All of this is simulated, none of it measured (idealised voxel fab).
You're looking at the process module voxel self aligned contacts.
Section shown: cut. Width: 235 nm. Cell size: 5 nm, square.
How to read a cross-section here: the picture is a grid of square cells, written as bands going from the top down, and any band can span one or more rows of cells. Band entry format. Leading values: height of top, height of bottom, nm. Remainder: materials in left-to-right order, each with its width in nm. Special words: "all across" on a single material, which then fills the band edge to edge; "empty", empty space. A quick word on heights: they are counted from 0, and under that level the wafer as it came to us is one material throughout. The lowest band is different from the rest in having no bottom; it simply continues downward, written as in "from 0 down". With a width like "30 to 40", each row of cells in the band differs from the next by the same amount, the top row carrying the first number and the bottom row the second. It should be understood that the words "left unchanged", when stated for a given step, signify that the cross-section underwent no change in any of its cells during that step. "Enclosed void inventory" - sealed voids, min. 8 cells, no opening to top; format: width x height at distance (distance from left edge; nm throughout). Formally, on a step line, whatever follows the settings is a remark that the simulator itself makes on the step. overlay nm: on a step with a mask, how far right of its planned place the mask lay; negative means left.
PROCESS STEPS (PLANNED)
1: RECEIVE (material Si)
2: OXIDIZE (depth nm 5)
3: DIRECTIONAL_DEP (material polySi; thk nm 25)
4: DIRECTIONAL_DEP (material SiN; thk nm 15)
5: MASKED_ETCH (tone cover; mask id GATE; width nm 25; pitch nm 50; etch materials SiN; depth nm 15; overlay nm -15)
6: MASKED_ETCH (tone cover; mask id GATE; width nm 25; pitch nm 50; etch materials polySi; depth nm 25; overlay nm 0)
7: CONFORMAL_DEP (material SiN; thk nm 5)
8: DIRECTIONAL_ETCH (etch materials SiN; depth nm 5)
9: FILL_DEP (material SiO2; thk nm 20)
10: CMP (height nm 50)
11: PATTERN (tone open; mask id CONTACT; material resist; width nm 35; thk nm 15; overlay nm 0)
12: DIRECTIONAL_ETCH (etch materials SiO2; depth nm 55)
13: STRIP (etch materials resist)
14: CONFORMAL_DEP (material TiN; thk nm 5)
15: FILL_DEP (material W; thk nm 5)
16: CMP (height nm 50)
17: CONFORMAL_DEP (material SiCN; thk nm 5)
Wafer-to-wafer difference: overlay nm, step 5. Common start. Plan = first wafer's value.
CROSS-SECTION OF THE FIRST OF SEVERAL RECEIVED WAFERS, SHOWING ITS STATE AFTER STEP 1
from 0 down | Si all across
Enclosed void inventory: none
BELOW, A ROW FOR EVERY WAFER. READ IT AS THE END-OF-MODULE PICTURE: FOR EACH MATERIAL THE WAFER SHOWS ITS CELLS GAINED (+) OR LOST (-) SINCE IT WAS RECEIVED, AND THEN ITS CLOSED VOIDS
overlay nm -15; -47 Si; +47 SiCN; +62 SiN; +355 SiO2; +15 TiN; +5 W; +80 polySi; Enclosed void inventory: none
overlay nm -10; -47 Si; +47 SiCN; +62 SiN; +356 SiO2; +21 TiN; +8 W; +70 polySi; Enclosed void inventory: none
overlay nm -5; -47 Si; +47 SiCN; +62 SiN; +360 SiO2; +27 TiN; +8 W; +60 polySi; Enclosed void inventory: none
overlay nm 0; -47 Si; +47 SiCN; +62 SiN; +364 SiO2; +27 TiN; +14 W; +50 polySi; Enclosed void inventory: none
overlay nm 5; -47 Si; +47 SiCN; +62 SiN; +360 SiO2; +27 TiN; +8 W; +60 polySi; Enclosed void inventory: none
overlay nm 10; -47 Si; +47 SiCN; +62 SiN; +356 SiO2; +21 TiN; +8 W; +70 polySi; Enclosed void inventory: none
overlay nm 15; -47 Si; +47 SiCN; +62 SiN; +355 SiO2; +15 TiN; +5 W; +80 polySi; Enclosed void inventory: none
